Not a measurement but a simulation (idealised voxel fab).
The following is a process module called voxel quadruple lines.
The figure presents cross-section cut, which has a width of 270 nm and is divided into square cells with an edge length of 5 nm.
Cross-section spec: square-cell grid; bands listed top down; each band is one or more rows.
Per band: top height and bottom height in nm, followed by the left-to-right materials and their widths in nm; "edge to edge" marks a single material spanning edge to edge, "air" marks empty space.
Measure heights from 0. That's the level where, below it, the as-received wafer is all one material. The lowest band is bottomless and extends downward; write it as in "0 -> down".
Per-row width for "30 to 40": begins at first number (top row of band), ends at second number (bottom row), increment between rows held constant.
Key: "nothing was modified" - step with no changed cell in the cross-section.
"Enclosed cavities" specifies each empty space that is not open to the top and that occupies no fewer than 8 cells, using the form width x height at distance, the distance measured from the left edge and all three quantities in nm.
That trailing text on a step's line, after the settings, is the simulator's own remark on the step.
"overlay nm" answers the question of how far to the right of plan the mask lay on a step that has a mask, and when it is negative the answer is to the left.

-- The planned process steps are enumerated hereunder
step 1: RECEIVE | material Si
step 2: CONFORMAL_DEP | material Al2O3 | thk nm 10
step 3: DIRECTIONAL_DEP | material TiN | thk nm 10
step 4: DIRECTIONAL_DEP | material polySi | thk nm 15
step 5: DIRECTIONAL_DEP | material aC | thk nm 25
step 6: PATTERN | tone cover | mask id MANDREL | material resist | width nm 20 | pitch nm 60 | thk nm 30 | overlay nm 0
step 7: DIRECTIONAL_ETCH | etch materials aC | depth nm 25
step 8: STRIP | etch materials resist
step 9: CONFORMAL_DEP | material SiO2 | thk nm 10
step 10: DIRECTIONAL_ETCH | etch materials SiO2 | depth nm 10
step 11: STRIP | etch materials aC
step 12: DIRECTIONAL_ETCH | etch materials polySi | depth nm 15
step 13: STRIP | etch materials SiO2
step 14: CONFORMAL_DEP | material SiCN | thk nm 5
step 15: DIRECTIONAL_ETCH | etch materials SiCN | depth nm 5
step 16: STRIP | etch materials polySi
step 17: DIRECTIONAL_ETCH | etch materials TiN | depth nm 10
step 18: STRIP | etch materials SiCN

-- Here's what the wafer looked like in cross-section when it arrived - that's after step 1
* 0 -> down = Si edge to edge
* Enclosed cavities: none

-- Same starting wafer, same plan as above, one mistake in the execution; this is the cross-section at the end of the module
* 20 -> 10 = air (85); TiN (5); air (10); TiN (5); air (10); TiN (5); air (10); TiN (5); air (10); TiN (5); air (10); TiN (5); air (10); TiN (5); air (10); TiN (5); air (75)
* 10 -> 0 = Al2O3 edge to edge
* 0 -> down = Si edge to edge
* Enclosed cavities: none
What broke from the plan during processing? step 6 did not happen as planned, as run it was PATTERN | tone cover | mask id MANDREL | material resist | width nm 20 | pitch nm 60 | thk nm 30 | overlay nm 5
